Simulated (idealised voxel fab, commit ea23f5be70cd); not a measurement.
process module | voxel self aligned vias
cross-section cut | 220 nm wide | cells 5 nm
A cross-section is a grid of square cells, given in bands from the top down. A band is one or more rows of cells.
Each band's line starts with the height of the band's top and of its bottom, in nm. Then come its materials from left to right, each with its width in nm. One material with "throughout" fills the band from edge to edge. "air" is empty space.
Height 0 is the level under which the wafer as received is all one material. The lowest band goes on downwards, as in "0 down".
A width such as "30 to 40" changes by the same amount from each row of cells to the next, from the band's top row to its bottom row.
"no change" after a step means that no cell of the cross-section changed.
closed voids: empty space of 8 cells or more with no open way to the top, each as width x height at its distance from the left edge, in nm
after a step's settings: what the simulator itself notes on the step
overlay nm, on a step with a mask: how far to the right of its planned place the mask lay; to the left if negative
plan
1 op RECEIVE | material Si
2 op CONFORMAL_DEP | material SiO2 | thk nm 15
3 op CONFORMAL_DEP | material SiCN | thk nm 5
4 op DIRECTIONAL_DEP | material lowk | thk nm 20
5 op DIRECTIONAL_DEP | material aC | thk nm 10
6 op PATTERN | tone open | mask id LINES | material resist | width nm 20 | pitch nm 50 | thk nm 25 | overlay nm 0
7 op DIRECTIONAL_ETCH | etch materials aC | depth nm 10
8 op STRIP | etch materials resist
9 op DIRECTIONAL_ETCH | etch materials lowk | depth nm 20
10 op STRIP | etch materials aC
11 op CONFORMAL_DEP | material TiN | thk nm 5
12 op FILL_DEP | material W | thk nm 10
13 op CMP | height nm 40
14 op SELECTIVE_ETCH | etch materials W Ru TiN | depth nm 10
15 op FILL_DEP | material SiN | thk nm 5
16 op CMP | height nm 40
17 op DIRECTIONAL_DEP | material lowk | thk nm 15
18 op PATTERN | tone open | mask id VIAS | material resist | width nm 30 | pitch nm 50 | thk nm 15 | overlay nm 0
19 op DIRECTIONAL_ETCH | etch materials lowk | depth nm 15
20 op DIRECTIONAL_ETCH | etch materials SiN | depth nm 10
21 op STRIP | etch materials resist
22 op CONFORMAL_DEP | material TiN | thk nm 5
23 op FILL_DEP | material W | thk nm 10
24 op CMP | height nm 55
25 op CONFORMAL_DEP | material SiCN | thk nm 5
as received, after step 1
  0 down: Si throughout
  closed voids: none
first wafer at the end, as planned
  60 to 55: SiCN throughout
  55 to 45: lowk 45 | TiN 5 | W 20 | TiN 5 | lowk 20 | TiN 5 | W 20 | TiN 5 | lowk 20 | TiN 5 | W 20 | TiN 5 | lowk 45
  45 to 35: lowk 45 to 50 | TiN 10 to 5 | W 10 | TiN 10 to 5 | lowk 20 to 30 | TiN 10 to 5 | W 10 | TiN 10 to 5 | lowk 20 to 30 | TiN 10 to 5 | W 10 | TiN 10 to 5 | lowk 45 to 50
  35 to 30: lowk 50 | TiN 20 | lowk 30 | TiN 20 | lowk 30 | TiN 20 | lowk 50
  30 to 25: lowk 50 | TiN 5 | W 10 | TiN 5 | lowk 30 | TiN 5 | W 10 | TiN 5 | lowk 30 | TiN 5 | W 10 | TiN 5 | lowk 50
  25 to 20: lowk 50 | TiN 20 | lowk 30 | TiN 20 | lowk 30 | TiN 20 | lowk 50
  20 to 15: SiCN throughout
  15 to 0: SiO2 throughout
  0 down: Si throughout
  closed voids: none
second wafer at the end: like start, like plan, one mistake
  60 to 55: SiCN throughout
  55 to 35: lowk 45 | TiN 5 | W 20 | TiN 5 | lowk 20 | TiN 5 | W 20 | TiN 5 | lowk 20 | TiN 5 | W 20 | TiN 5 | lowk 45
  35 to 30: lowk 45 | TiN 30 | lowk 20 | TiN 30 | lowk 20 | TiN 30 | lowk 45
  30 to 25: lowk 45 | TiN 10 | W 10 | TiN 10 | lowk 20 | TiN 10 | W 10 | TiN 10 | lowk 20 | TiN 10 | W 10 | TiN 10 | lowk 45
  25 to 20: lowk 50 | TiN 20 | lowk 30 | TiN 20 | lowk 30 | TiN 20 | lowk 50
  20 to 15: SiCN throughout
  15 to 0: SiO2 throughout
  0 down: Si throughout
  closed voids: none
what went wrong: step 19 was run twice
at the end the second wafer has, in cells: 6 more of TiN | 12 more of W | 18 fewer of lowk
